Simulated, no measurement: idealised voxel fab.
Documented hereafter: the process module known as voxel tone inversion.
Cross-section cut spans 270 nm and uses square cells 5 nm in size.
How to read a cross-section here: the picture is a grid of square cells, written as bands going from the top down, and any band can span one or more rows of cells. Heads up on the band format: heights come first, top then bottom, in nm. After that it's the materials left to right, each with its width in nm. A single material flagged "all across" fills the whole band edge to edge, and "air" means there's empty space there. Height 0 is the level under which the wafer as received is all one material. The lowest band goes on downwards, as in "0 nm and below". When a width is written as two numbers, as in "30..40", the first number is the width in the top row of cells of the band and the second is the width in its bottom row, and the width changes by the same amount from each row to the next. Where the words "no change occurred" appear for a step, the cross-section shows no cell changed by that step; every cell remained as before. For the entry "Voids, sealed", the listed items are empty spaces with no open way to the top whose size is 8 cells or more; each item follows the pattern width x height at distance, where distance is from the left edge and all three are in nm. Whatever follows a step's settings on its line is a remark the simulator itself makes about that step. overlay nm: mask right of planned place by this much (step with mask). Neg. = left.
**Steps in the process plan**
1. RECEIVE,material Si
2. CONFORMAL_DEP,material SiCN,thk nm 5
3. DIRECTIONAL_DEP,material polySi,thk nm 15
4. PATTERN,tone cover,mask id POSTS,material resist,width nm 25,pitch nm 45,thk nm 25,overlay nm 0
5. DIRECTIONAL_ETCH,etch materials polySi,depth nm 15
6. STRIP,etch materials resist
7. FILL_DEP,material lowk,thk nm 5
8. CMP,height nm 20
9. STRIP,etch materials polySi
**Incoming wafer in cross-section (state: after step 1)**
- 0 nm and below  Si all across
- Voids, sealed: none
**End-of-module XS, first of two wafers, run as planned**
- 20 nm to 5 nm  lowk 75 | air 25 | lowk 20 | air 25 | lowk 20 | air 25 | lowk 80
- 5 nm to 0 nm  SiCN all across
- 0 nm and below  Si all across
- Voids, sealed: none
**Module end: cross-section of wafer two of two. Same start and process plan as the first wafer. One mistake during execution**
- 20 nm to 15 nm  lowk all across
- 15 nm to 0 nm  lowk 75 | polySi 25 | lowk 20 | polySi 25 | lowk 20 | polySi 25 | lowk 80
- 0 nm and below  Si all across
- Voids, sealed: none
Error vs. plan: plan step 2 was not performed, having been skipped
Cell-count delta at end, second wafer over first, by material: -54 SiCN | +54 lowk | +45 polySi
